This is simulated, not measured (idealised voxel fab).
Name of the process module below: voxel transistor to metal
Cross-section cut: width 180 nm, square cells of 5 nm.
In this document a cross-section is written as a grid of square cells. It is given as a series of bands, listed from the top down, and a band is one or more rows of cells.
This entry defines a band. It first specifies the height of the band's top and the height of its bottom in nm, and then specifies the band's materials from left to right, stating each material with its width in nm. The word "full width" identifies a single material that fills the band from edge to edge, while the word "air" identifies empty space.
We count height from 0. Below that, the starting wafer is all one material. The lowest band never ends at the bottom but goes on down; see "0..down" for how that is written.
A width given as "30->40" starts at the first number in the band's top row and ends at the second number in its bottom row, shifting by an equal amount at every step from row to row.
Take "remains unaltered" at face value: in the step it is given for, the cross-section changed in none of its cells.
So "Closed void catalog" is basically the list of trapped voids: any empty space of 8 cells or more that can't reach the top through an opening. They're written width x height at distance, the distance being from the left edge, and it's all nm.
Formally, on a step line, whatever follows the settings is a remark that the simulator itself makes on the step.
overlay nm: step with mask; distance mask lay right of planned place; negative value = left of planned place.
Intended process steps
1. RECEIVE,material Si
2. CONFORMAL_DEP,material SiO2,thk nm 5
3. CONFORMAL_DEP,material SiN,thk nm 10
4. MASKED_ETCH,tone cover,mask id ACTIVE,width nm 105,etch materials SiN,depth nm 10,overlay nm 0
5. MASKED_ETCH,tone cover,mask id ACTIVE,width nm 105,etch materials SiO2,depth nm 5,overlay nm 0
6. MASKED_ETCH,tone cover,mask id ACTIVE,width nm 105,etch materials Si,depth nm 35,overlay nm 0
7. FILL_DEP,material SiO2,thk nm 15
8. CMP,height nm 15
9. SELECTIVE_ETCH,etch materials SiO2,depth nm 5
10. STRIP,etch materials SiN
11. SELECTIVE_ETCH,etch materials SiO2,depth nm 5
12. OXIDIZE,depth nm 5
13. DIRECTIONAL_DEP,material polySi,thk nm 20
14. DIRECTIONAL_DEP,material SiCN,thk nm 10
15. MASKED_ETCH,tone cover,mask id GATE,width nm 25,etch materials SiCN,depth nm 20,overlay nm 0
16. MASKED_ETCH,tone cover,mask id GATE,width nm 25,etch materials polySi,depth nm 30,overlay nm 0
17. CONFORMAL_DEP,material SiN,thk nm 10
18. DIRECTIONAL_ETCH,etch materials SiN,depth nm 10
19. DIRECTIONAL_ETCH,etch materials SiO2,depth nm 5
20. DIRECTIONAL_ETCH,etch materials Si,depth nm 10
21. EPI,material nSi,thk nm 10
22. FILL_DEP,material SiO2,thk nm 5
23. CMP,height nm 30
24. DIRECTIONAL_DEP,material SiO2,thk nm 15
25. PATTERN,tone open,mask id CONTACT,material resist,width nm 30,pitch nm 65,thk nm 15,overlay nm 0
26. DIRECTIONAL_ETCH,etch materials SiO2,depth nm 50
27. STRIP,etch materials resist
28. CONFORMAL_DEP,material TiN,thk nm 5
29. FILL_DEP,material W,thk nm 5
30. CMP,height nm 45
31. CONFORMAL_DEP,material SiCN,thk nm 5
32. DIRECTIONAL_DEP,material lowk,thk nm 25
33. PATTERN,tone open,mask id METAL_1,material resist,width nm 15,pitch nm 80,thk nm 20,overlay nm 0
34. DIRECTIONAL_ETCH,etch materials lowk,depth nm 25
35. DIRECTIONAL_ETCH,etch materials SiCN,depth nm 5
36. STRIP,etch materials resist
37. CONFORMAL_DEP,material TiN,thk nm 5
38. FILL_DEP,material W,thk nm 10
39. CMP,height nm 75
40. CONFORMAL_DEP,material SiCN,thk nm 5
41. DIRECTIONAL_DEP,material SiO2,thk nm 35
42. MASKED_ETCH,tone open,mask id METAL_2,width nm 15,pitch nm 80,etch materials SiO2,depth nm 20,overlay nm 0
43. DIRECTIONAL_DEP,material aC,thk nm 10
44. PATTERN,tone open,mask id METAL_2_HOLES,material resist,width nm 15,pitch nm 80,thk nm 25,overlay nm 0
45. DIRECTIONAL_ETCH,etch materials aC,depth nm 10
46. STRIP,etch materials resist
47. DIRECTIONAL_ETCH,etch materials SiO2,depth nm 15
48. DIRECTIONAL_ETCH,etch materials SiCN,depth nm 5
49. STRIP,etch materials aC
50. CONFORMAL_DEP,material TiN,thk nm 5
51. FILL_DEP,material Cu,thk nm 10
52. CMP,height nm 115
53. CONFORMAL_DEP,material SiCN,thk nm 5
Wafer cross-section on receipt, i.e. after step 1
    0..down = Si full width
    Closed void catalog: none
The first of the two wafers as seen in cross-section once the module was finished; processing followed the plan
    120..115 = SiCN full width
    115..80 = SiO2 (40), then TiN (5), then Cu (5), then TiN (5), then SiO2 (65), then TiN (5), then Cu (5), then TiN (5), then SiO2 (45)
    80..75 = SiCN (40), then TiN (15), then SiCN (65), then TiN (15), then SiCN (45)
    75..50 = lowk (40), then TiN (5), then W (5), then TiN (5), then lowk (65), then TiN (5), then W (5), then TiN (5), then lowk (45)
    50..45 = SiCN (40), then TiN (15), then SiCN (65), then TiN (15), then SiCN (45)
    45..35 = SiO2 (40), then TiN (5), then W (20), then TiN (5), then SiO2 (35), then TiN (5), then W (20), then TiN (5), then SiO2 (45)
    35..30 = SiO2 (40), then TiN (5), then W (15), then TiN (10), then SiO2 (35), then TiN (10), then W (15), then TiN (5), then SiO2 (45)
    30..20 = SiO2 (40), then TiN (5), then W (15), then TiN (5), then SiN (10), then SiCN (25), then SiN (10), then TiN (5), then W (15), then TiN (5), then SiO2 (45)
    20..10 = SiO2 (40), then TiN (5), then W (15), then TiN (5), then SiN (10), then polySi (25), then SiN (10), then TiN (5), then W (15), then TiN (5), then SiO2 (45)
    10..5 = SiO2 (40), then TiN (25), then SiN (10), then polySi (25), then SiN (10), then TiN (25), then SiO2 (45)
    5..0 = SiO2 (30), then SiN (10), then nSi (10), then TiN (5), then nSi (10), then SiN (10), then polySi (25), then SiN (10), then nSi (10), then TiN (5), then nSi (10), then SiN (10), then SiO2 (35)
    0..-5 = SiO2 (40), then nSi (10), then TiN (5), then nSi (10), then SiO2 (45), then nSi (10), then TiN (5), then nSi (10), then SiO2 (45)
    -5..-15 = SiO2 (35), then Si (5), then nSi (25), then Si (45), then nSi (25), then Si (5), then SiO2 (40)
    -15..-35 = SiO2 (35), then Si (105), then SiO2 (40)
    -35..down = Si full width
    Closed void catalog: none
Wafer two, end of module, cross-section. Same start, same plan as wafer one. One mistake in the run
    120..115 = SiCN full width
    115..80 = SiO2 (40), then TiN (5), then Cu (5), then TiN (5), then SiO2 (65), then TiN (5), then Cu (5), then TiN (5), then SiO2 (45)
    80..75 = SiCN (40), then TiN (15), then SiCN (65), then TiN (15), then SiCN (45)
    75..50 = lowk (40), then TiN (5), then W (5), then TiN (5), then lowk (65), then TiN (5), then W (5), then TiN (5), then lowk (45)
    50..45 = SiCN (40), then TiN (15), then SiCN (65), then TiN (15), then SiCN (45)
    45..35 = SiO2 (40), then TiN (5), then W (20), then TiN (5), then SiO2 (35), then TiN (5), then W (20), then TiN (5), then SiO2 (45)
    35..30 = SiO2 (40), then TiN (5), then W (15), then TiN (10), then SiO2 (35), then TiN (10), then W (15), then TiN (5), then SiO2 (45)
    30..20 = SiO2 (40), then TiN (5), then W (15), then TiN (5), then SiN (10), then SiCN (25), then SiN (10), then TiN (5), then W (15), then TiN (5), then SiO2 (45)
    20..10 = SiO2 (40), then TiN (5), then W (15), then TiN (5), then SiN (10), then polySi (25), then SiN (10), then TiN (5), then W (15), then TiN (5), then SiO2 (45)
    10..5 = SiO2 (40), then TiN (25), then SiN (10), then polySi (25), then SiN (10), then TiN (25), then SiO2 (45)
    5..0 = SiO2 (35), then SiN (10), then nSi (20), then SiN (10), then polySi (25), then SiN (10), then nSi (20), then SiN (10), then SiO2 (40)
    0..-5 = SiO2 (45), then nSi (20), then SiO2 (45), then nSi (20), then SiO2 (50)
    -5..-15 = SiO2 (35), then Si (10), then nSi (20), then Si (45), then nSi (20), then Si (10), then SiO2 (40)
    -15..-35 = SiO2 (35), then Si (105), then SiO2 (40)
    -35..down = Si full width
    Closed void catalog: none
Finding, execution versus plan: contrary to plan, step 4 was performed as MASKED_ETCH,tone cover,mask id ACTIVE,width nm 95,etch materials SiN,depth nm 10,overlay nm 0
End of process, cell counts, second wafer against first, materials with more or fewer: 4 more of Si | 4 more of SiO2 | 4 fewer of TiN | 4 fewer of nSi
